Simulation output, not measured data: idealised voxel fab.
process module | voxel local oxidation
cross-section cut | 235 nm wide | cells 5 nm
A cross-section is a grid of square cells, given in bands from the top down. A band is one or more rows of cells.
Each band's line starts with the height of the band's top and of its bottom, in nm. Then come its materials from left to right, each with its width in nm. One material with "throughout" fills the band from edge to edge. "air" is empty space.
Height 0 is the level under which the wafer as received is all one material. The lowest band goes on downwards, as in "0 down".
A width such as "30 to 40" changes by the same amount from each row of cells to the next, from the band's top row to its bottom row.
"no change" after a step means that no cell of the cross-section changed.
closed voids: empty space of 8 cells or more with no open way to the top, each as width x height at its distance from the left edge, in nm
after a step's settings: what the simulator itself notes on the step
overlay nm, on a step with a mask: how far to the right of its planned place the mask lay; to the left if negative
plan
1 op RECEIVE | material Si
2 op OXIDIZE | depth nm 5
3 op CONFORMAL_DEP | material SiN | thk nm 15
4 op PATTERN | tone cover | mask id ACTIVE | material resist | width nm 130 | thk nm 20 | overlay nm 0
5 op DIRECTIONAL_ETCH | etch materials SiN | depth nm 15
6 op STRIP | etch materials resist
7 op SELECTIVE_ETCH | etch materials SiO2 | depth nm 5
8 op OXIDIZE | depth nm 10
9 op STRIP | etch materials SiN
as received, after step 1
  0 down: Si throughout
  closed voids: none
first wafer at the end, as planned
  0 to -5: air 55 | SiO2 120 | air 60
  -5 to -15: SiO2 65 | Si 100 | SiO2 70
  -15 down: Si throughout
  closed voids: none
second wafer at the end: like start, like plan, one mistake
  0 to -5: air 55 | SiO2 120 | air 60
  -5 to -15: SiO2 throughout
  -15 down: Si throughout
  closed voids: none
what went wrong: step 2 ran as: op OXIDIZE | depth nm 15
at the end the second wafer has, in cells: 40 fewer of Si | 40 more of SiO2
